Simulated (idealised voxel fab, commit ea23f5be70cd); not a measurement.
The name of this process module is voxel released beams.
Square cell edge 5 nm, section width 230 nm, ID cut.
Square cells in a grid make up a cross-section in this document, and the grid is given as bands, listed from the top down, each one or more rows of cells. Top height, bottom height, nm. Materials left to right, width each, nm. Single material + "all across" = fills band edge to edge. "blank" = empty. For the purposes of this specification, 0 denotes the height below which the wafer in its as-received condition is composed wholly of one material, and the lowermost band, lacking a lower limit, extends downward without end, as expressed in "z 0 and below". The expression "30->40" gives the width at the extremes of the band, the first number at its top row of cells and the second at its bottom row, with the width changing by equal amounts from each row to the next in between. Given "nothing got changed" for a step, no cell of the cross-section differs between before and after that step. Each empty space that has no open way to the top and spans at least 8 cells appears under "Non-vented voids" as width x height at distance, the distance counted from the left edge, all in nm. That trailing text on a step's line, after the settings, is the simulator's own remark on the step. A step line may carry the setting "overlay nm", which, for steps involving a mask, states the distance by which the mask lay to the right of its intended position; negative values denote displacement to the left.

Intended process steps
1: RECEIVE, material Si
2: CONFORMAL_DEP, material Al2O3, thk nm 10
3: DIRECTIONAL_DEP, material SiO2, thk nm 15
4: PATTERN, tone open, mask id ANCHOR, material resist, width nm 35, thk nm 15, overlay nm 0
5: DIRECTIONAL_ETCH, etch materials SiO2, depth nm 15
6: STRIP, etch materials resist
7: CONFORMAL_DEP, material polySi, thk nm 10
8: DIRECTIONAL_DEP, material aC, thk nm 10
9: PATTERN, tone cover, mask id BEAM, material resist, width nm 95, thk nm 25, overlay nm 0
10: DIRECTIONAL_ETCH, etch materials aC, depth nm 10
11: STRIP, etch materials resist
12: DIRECTIONAL_ETCH, etch materials polySi, depth nm 10
13: STRIP, etch materials aC
14: STRIP, etch materials SiO2

Shown in cross-section is the wafer as received, that is, as it stands after step 1
* z 0 and below: Si all across
* Non-vented voids: none

first wafer at the end, as planned
* z 35 to 25: blank (65) | polySi (15) | blank (15) | polySi (65) | blank (70)
* z 25 to 20: blank (70) | polySi (10) | blank (15) | polySi (10) | blank (125)
* z 20 to 10: blank (70) | polySi (35) | blank (125)
* z 10 to 0: Al2O3 all across
* z 0 and below: Si all across
* Non-vented voids: none

second wafer at the end: like start, like plan, one mistake
* z 25 to 15: blank (65) | polySi (15) | blank (15) | polySi (65) | blank (70)
* z 15 to 10: blank (70) | polySi (10) | blank (15) | polySi (10) | blank (125)
* z 10 to 0: blank (70) | polySi (35) | blank (125)
* z 0 and below: Si all across
* Non-vented voids: none
Want to know what went wrong? yeah, step 2 of the plan got skipped, never ran
Final tally in cells, some materials are higher or lower on the second wafer than on the first: Al2O3 -92
